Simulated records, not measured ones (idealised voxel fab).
The process module that follows is named voxel gate over fins.
This is section cut - it's 300 nm across, gridded in 5 nm square cells.
Each cross-section below is a grid of square cells, stated as bands in top-down order, with one or more rows of cells making up each band.
Top, bottom (nm), then materials left to right with widths (nm); lone material tagged "everywhere" fills the whole band edge to edge; "empty" = empty space.
Where do heights start? At 0: under that level the wafer as delivered is made of one material only. And the lowest band has no floor; it just carries on downward, as in "0 -> down".
Think of "30 to 40" as a width that walks from the first number to the second as you go down the band, top row to bottom row, taking equal-sized steps from row to row.
Step note "stayed the same" = no cross-section cell changed.
So "Trapped cavities" is basically the list of trapped voids: any empty space of 8 cells or more that can't reach the top through an opening. They're written width x height at distance, the distance being from the left edge, and it's all nm.
Note: text after step settings on the step line = simulator remark on that step.
overlay nm, on a step with a mask: how far to the right of its planned place the mask lay; to the left if negative

### Listed below are the process steps as planned
1: RECEIVE: material Si
2: CONFORMAL_DEP: material SiN, thk nm 10
3: DIRECTIONAL_DEP: material aC, thk nm 15
4: PATTERN: tone cover, mask id FINS, material resist, width nm 15, pitch nm 40, thk nm 35, overlay nm 0
5: DIRECTIONAL_ETCH: etch materials aC, depth nm 15
6: STRIP: etch materials resist
7: DIRECTIONAL_ETCH: etch materials SiN, depth nm 10
8: DIRECTIONAL_ETCH: etch materials Si, depth nm 30
9: STRIP: etch materials aC
10: OXIDIZE: depth nm 5
11: FILL_DEP: material SiO2, thk nm 5
12: CMP: height nm 10
13: SELECTIVE_ETCH: etch materials SiO2, depth nm 25
14: STRIP: etch materials SiN
15: CONFORMAL_DEP: material HfO2, thk nm 5
16: CONFORMAL_DEP: material TiN, thk nm 5
17: FILL_DEP: material W, thk nm 15
18: CMP: height nm 20
19: CONFORMAL_DEP: material SiCN, thk nm 10

### Cross-section of the incoming wafer, state after step 1
- 0 -> down | Si everywhere
- Trapped cavities: none

### One mistake in running the module, otherwise start and plan as above: cross-section at the end
- 30 -> 20 | SiCN everywhere
- 20 -> 10 | W everywhere
- 10 -> 5 | TiN: 105 | W: 5 | TiN: 35 | W: 5 | TiN: 35 | W: 5 | TiN: 110
- 5 -> 0 | HfO2: 100 | TiN: 5 | W: 5 | TiN: 5 | HfO2: 25 | TiN: 5 | W: 5 | TiN: 5 | HfO2: 25 | TiN: 5 | W: 5 | TiN: 5 | HfO2: 105
- 0 -> -5 | Si: 95 | HfO2: 5 | TiN: 5 | W: 5 | TiN: 5 | HfO2: 5 | Si: 15 | HfO2: 5 | TiN: 5 | W: 5 | TiN: 5 | HfO2: 5 | Si: 15 | HfO2: 5 | TiN: 5 | W: 5 | TiN: 5 | HfO2: 5 | Si: 100
- -5 -> -10 | Si: 95 | HfO2: 5 | TiN: 15 | HfO2: 5 | Si: 15 | HfO2: 5 | TiN: 15 | HfO2: 5 | Si: 15 | HfO2: 5 | TiN: 15 | HfO2: 5 | Si: 100
- -10 -> -15 | Si: 95 | HfO2: 25 | Si: 15 | HfO2: 25 | Si: 15 | HfO2: 25 | Si: 100
- -15 -> -35 | Si: 95 | SiO2: 25 | Si: 15 | SiO2: 25 | Si: 15 | SiO2: 25 | Si: 100
- -35 -> down | Si everywhere
- Trapped cavities: none
Run error: contrary to plan, step 4 was performed as PATTERN: tone open, mask id FINS, material resist, width nm 15, pitch nm 40, thk nm 35, overlay nm 0
